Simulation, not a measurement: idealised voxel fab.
The process module presented herein is designated voxel plated lines.
195 nm wide, 5 nm square cells: that's cross-section cut.
Each cross-section below is a grid of square cells, stated as bands in top-down order, with one or more rows of cells making up each band.
Read a band's entry like this: the first values are the height of its top and the height of its bottom in nm, and what follows is the sequence of materials from left to right, each with its width in nm. Note that "empty" is empty space, and that a single material marked "edge to edge" reaches across the band from edge to edge.
We count height from 0. Below that, the starting wafer is all one material. The lowest band never ends at the bottom but goes on down; see "0..down" for how that is written.
With a width like "30->40", each row of cells in the band differs from the next by the same amount, the top row carrying the first number and the bottom row the second.
"changes: none" means the step left every cell of the cross-section as it was.
You'll see "Closed empty spaces" listing empty spaces that have no way open to the top, as long as they're 8 cells or more; the notation is width x height at distance, where the distance is from the left edge, and all of it is in nm.
Step line, after settings: the simulator's comment on this step.
What "overlay nm" on a step's line means: if the step has a mask, that mask lay this far to the right of its planned place, or, when the value is negative, to the left.

List of planned process steps:
step 1: RECEIVE | material Si
step 2: CONFORMAL_DEP | material SiN | thk nm 10
step 3: DIRECTIONAL_DEP | material TiN | thk nm 5
step 4: PATTERN | tone open | mask id LINES | material resist | width nm 20 | pitch nm 40 | thk nm 15 | overlay nm 0
step 5: EPI | material Ru | thk nm 5
step 6: STRIP | etch materials resist
step 7: DIRECTIONAL_ETCH | etch materials TiN | depth nm 5
step 8: CONFORMAL_DEP | material SiCN | thk nm 10

This is the cross-section of the wafer as we received it, i.e. after step 1:
- 0..down  Si edge to edge
- Closed empty spaces: none

a wafer at the end: this start, this plan, one mistake:
- 30..20  empty=35, SiCN=125, empty=35
- 20..15  SiCN=45, Ru=25, SiCN=15, Ru=25, SiCN=15, Ru=25, SiCN=45
- 15..10  SiCN=45, TiN=25, SiCN=15, TiN=25, SiCN=15, TiN=25, SiCN=45
- 10..0  SiN edge to edge
- 0..down  Si edge to edge
- Closed empty spaces: none
The mistake made against the process plan was this: step 4, actual vs plan mismatch, actual run PATTERN | tone open | mask id LINES | material resist | width nm 25 | pitch nm 40 | thk nm 15 | overlay nm 0
